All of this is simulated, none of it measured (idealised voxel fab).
Herein follows the process module entitled voxel transistor to metal.
Section shown: cut. Width: 205 nm. Cell size: 5 nm, square.
In this document a cross-section is written as a grid of square cells. It is given as a series of bands, listed from the top down, and a band is one or more rows of cells.
Within each band entry, the heights of the top and of the bottom of the band appear first, in that order and in nm; the materials of the band then follow from left to right, each with its corresponding width in nm. The designation "throughout" on a single material indicates that it fills the band from edge to edge; the designation "empty" indicates empty space.
Heights from 0 (as-received wafer is one material below). Bottom band endless downward, as "from 0 down".
Width: "30..40" (first number = top row, second number = bottom row, same change from row to row of cells).
"no alteration" means the step left every cell of the cross-section as it was.
Reported under the label "Closed void list" are the empty spaces having no open way to the top and comprising 8 cells or more; the notation for each is width x height at distance, in which the distance is measured from the left edge and all three values are in nm.
Anything after a step's settings on that line? It's the simulator's own note about the step.
overlay nm: on a step with a mask, how far right of its planned place the mask lay; negative means left.
Reading key. Pairs: pre-step and post-step cross-section, one process step apart; post-step view only to lowest changed band. Step between + settings: beneath pair. Runs: pairs may be from different runs of this module, same starting wafer. Continuation from pair above: only where "Preceding state" entry says.

Preceding state
  from 30 to 15: Ru throughout
  from 15 to 5: SiO2 70, then SiN 10, then HfO2 5, then TiN 5, then W 20, then TiN 5, then HfO2 5, then SiN 10, then SiO2 75
  from 5 to 0: SiO2 45, then SiN 10, then SiO2 15, then SiN 10, then HfO2 5, then TiN 5, then W 20, then TiN 5, then HfO2 5, then SiN 10, then SiO2 15, then SiN 10, then SiO2 50
  from 0 to -5: SiO2 45, then SiN 10, then SiO2 15, then SiN 10, then HfO2 5, then TiN 30, then HfO2 5, then SiN 10, then SiO2 15, then SiN 10, then SiO2 50
  from -5 to -10: SiO2 55, then nSi 5, then SiO2 5, then nSi 5, then SiO2 10, then HfO2 40, then SiO2 10, then nSi 5, then SiO2 5, then nSi 5, then SiO2 60
  from -10 to -15: SiO2 45, then Si 10, then nSi 15, then Si 60, then nSi 15, then Si 10, then SiO2 50
  from -15 to -30: SiO2 45, then Si 110, then SiO2 50
  from -30 down: Si throughout
  Closed void list: none

Structure After Step
  from 35 to 30: TiN throughout
  Below 30 it's all the same as before, nothing changed down there.
  Closed void list: none
Before/after cross-sections above; step in between: DIRECTIONAL_DEP,material TiN,thk nm 5

Preceding state: equal to the after panel directly above.

Structure After Step
  from 50 to 35: Ru throughout
  Below 35 it's all the same as before, nothing changed down there.
  Closed void list: none
Before/after cross-sections above; step in between: DIRECTIONAL_DEP,material Ru,thk nm 15

Preceding state: equal to the after panel directly above.

Structure After Step
  from 65 to 50: empty 50, then resist 20, then empty 60, then resist 20, then empty 55
  Below 50 it's all the same as before, nothing changed down there.
  Closed void list: none
Before/after cross-sections above; step in between: PATTERN,tone cover,mask id METAL_1,material resist,width nm 20,pitch nm 80,thk nm 15,overlay nm 0

Preceding state: equal to the after panel directly above.

Structure After Step
  from 65 to 50: empty 50, then resist 20, then empty 60, then resist 20, then empty 55
  from 50 to 35: empty 50, then Ru 20, then empty 60, then Ru 20, then empty 55
  Below 35 it's all the same as before, nothing changed down there.
  Closed void list: none
Before/after cross-sections above; step in between: DIRECTIONAL_ETCH,etch materials Ru,depth nm 15

Preceding state: equal to the after panel directly above.

Structure After Step
  from 65 to 50: empty 50, then resist 20, then empty 60, then resist 20, then empty 55
  from 50 to 35: empty 50, then Ru 20, then empty 60, then Ru 20, then empty 55
  from 35 to 30: empty 50, then TiN 20, then empty 60, then TiN 20, then empty 55
  Below 30 it's all the same as before, nothing changed down there.
  Closed void list: none
Before/after cross-sections above; step in between: DIRECTIONAL_ETCH,etch materials TiN,depth nm 5

Preceding state: equal to the after panel directly above.

Structure After Step
  from 50 to 35: empty 50, then Ru 20, then empty 60, then Ru 20, then empty 55
  Below 35 it's all the same as before, nothing changed down there.
  Closed void list: none
Before/after cross-sections above; step in between: STRIP,etch materials resist

Preceding state: equal to the after panel directly above.

Structure After Step
  from 55 to 50: empty 45, then SiCN 30, then empty 50, then SiCN 30, then empty 50
  from 50 to 35: empty 45, then SiCN 5, then Ru 20, then SiCN 5, then empty 50, then SiCN 5, then Ru 20, then SiCN 5, then empty 50
  from 35 to 30: SiCN 50, then TiN 20, then SiCN 60, then TiN 20, then SiCN 55
  Below 30 it's all the same as before, nothing changed down there.
  Closed void list: none
Before/after cross-sections above; step in between: CONFORMAL_DEP,material SiCN,thk nm 5

Preceding state: equal to the after panel directly above.

Structure After Step
  from 65 to 55: SiO2 throughout
  from 55 to 50: SiO2 45, then SiCN 30, then SiO2 50, then SiCN 30, then SiO2 50
  from 50 to 35: SiO2 45, then SiCN 5, then Ru 20, then SiCN 5, then SiO2 50, then SiCN 5, then Ru 20, then SiCN 5, then SiO2 50
  Below 35 it's all the same as before, nothing changed down there.
  Closed void list: none
Before/after cross-sections above; step in between: FILL_DEP,material SiO2,thk nm 10

Preceding state: equal to the after panel directly above.

Structure After Step
  from 50 to 35: SiO2 45, then SiCN 5, then Ru 20, then SiCN 5, then SiO2 50, then SiCN 5, then Ru 20, then SiCN 5, then SiO2 50
  Below 35 it's all the same as before, nothing changed down there.
  Closed void list: none
Before/after cross-sections above; step in between: CMP,height nm 50

Preceding state: equal to the after panel directly above.

Structure After Step
  from 55 to 50: SiN throughout
  Below 50 it's all the same as before, nothing changed down there.
  Closed void list: none
Before/after cross-sections above; step in between: CONFORMAL_DEP,material SiN,thk nm 5

Preceding state
  from 50 to 35: Ru throughout
  from 35 to 30: TiN throughout
  from 30 to 15: SiO2 50, then TiN 5, then W 10, then TiN 5, then SiO2 60, then TiN 5, then W 10, then TiN 5, then SiO2 55
  from 15 to 5: SiO2 50, then TiN 5..10, then W 10..5, then TiN 5, then SiN 10, then HfO2 5, then TiN 5, then W 20, then TiN 5, then HfO2 5, then SiN 10, then TiN 5, then W 10..5, then TiN 5..10, then SiO2 55
  from 5 to 0: SiO2 45, then SiN 10, then TiN 5, then W 5, then TiN 5, then SiN 10, then HfO2 5, then TiN 5, then W 20, then TiN 5, then HfO2 5, then SiN 10, then TiN 5, then W 5, then TiN 5, then SiN 10, then SiO2 50
  from 0 to -5: SiO2 45, then SiN 10, then TiN 15, then SiN 10, then HfO2 5, then TiN 30, then HfO2 5, then SiN 10, then TiN 15, then SiN 10, then SiO2 50
  from -5 to -10: SiO2 55, then nSi 5, then TiN 5, then nSi 5, then SiO2 10, then HfO2 40, then SiO2 10, then nSi 5, then TiN 5, then nSi 5, then SiO2 60
  from -10 to -15: SiO2 45, then Si 10, then nSi 15, then Si 60, then nSi 15, then Si 10, then SiO2 50
  from -15 to -30: SiO2 45, then Si 110, then SiO2 50
  from -30 down: Si throughout
  Closed void list: none

Structure After Step
  from 65 to 50: resist 50, then empty 20, then resist 60, then empty 20, then resist 55
  Below 50 it's all the same as before, nothing changed down there.
  Closed void list: none
Before/after cross-sections above; step in between: PATTERN,tone open,mask id METAL_1,material resist,width nm 20,pitch nm 80,thk nm 15,overlay nm 0

Preceding state: equal to the after panel directly above.

Structure After Step
  from 65 to 50: resist 50, then empty 20, then resist 60, then empty 20, then resist 55
  from 50 to 35: Ru 50, then empty 20, then Ru 60, then empty 20, then Ru 55
  Below 35 it's all the same as before, nothing changed down there.
  Closed void list: none
Before/after cross-sections above; step in between: DIRECTIONAL_ETCH,etch materials Ru,depth nm 15

Preceding state: equal to the after panel directly above.

Structure After Step
  from 65 to 50: resist 50, then empty 20, then resist 60, then empty 20, then resist 55
  from 50 to 35: Ru 50, then empty 20, then Ru 60, then empty 20, then Ru 55
  from 35 to 30: TiN 50, then empty 20, then TiN 60, then empty 20, then TiN 55
  Below 30 it's all the same as before, nothing changed down there.
  Closed void list: none
Before/after cross-sections above; step in between: DIRECTIONAL_ETCH,etch materials TiN,depth nm 5

Preceding state: equal to the after panel directly above.

Structure After Step
  from 50 to 35: Ru 50, then empty 20, then Ru 60, then empty 20, then Ru 55
  Below 35 it's all the same as before, nothing changed down there.
  Closed void list: none
Before/after cross-sections above; step in between: STRIP,etch materials resist

Preceding state: equal to the after panel directly above.

Structure After Step
  from 55 to 50: SiCN 55, then empty 10, then SiCN 70, then empty 10, then SiCN 60
  from 50 to 35: Ru 50, then SiCN 5, then empty 10, then SiCN 5, then Ru 60, then SiCN 5, then empty 10, then SiCN 5, then Ru 55
  from 35 to 30: TiN 50, then SiCN 20, then TiN 60, then SiCN 20, then TiN 55
  Below 30 it's all the same as before, nothing changed down there.
  Closed void list: none
Before/after cross-sections above; step in between: CONFORMAL_DEP,material SiCN,thk nm 5

Preceding state: equal to the after panel directly above.

Structure After Step
  from 65 to 55: SiO2 throughout
  from 55 to 50: SiCN 55, then SiO2 10, then SiCN 70, then SiO2 10, then SiCN 60
  from 50 to 35: Ru 50, then SiCN 5, then SiO2 10, then SiCN 5, then Ru 60, then SiCN 5, then SiO2 10, then SiCN 5, then Ru 55
  Below 35 it's all the same as before, nothing changed down there.
  Closed void list: none
Before/after cross-sections above; step in between: FILL_DEP,material SiO2,thk nm 10

Preceding state: equal to the after panel directly above.

Structure After Step
  from 50 to 35: Ru 50, then SiCN 5, then SiO2 10, then SiCN 5, then Ru 60, then SiCN 5, then SiO2 10, then SiCN 5, then Ru 55
  Below 35 it's all the same as before, nothing changed down there.
  Closed void list: none
Before/after cross-sections above; step in between: CMP,height nm 50

Preceding state: equal to the after panel directly above.

Structure After Step
  from 55 to 50: SiN throughout
  Below 50 it's all the same as before, nothing changed down there.
  Closed void list: none
Before/after cross-sections above; step in between: CONFORMAL_DEP,material SiN,thk nm 5
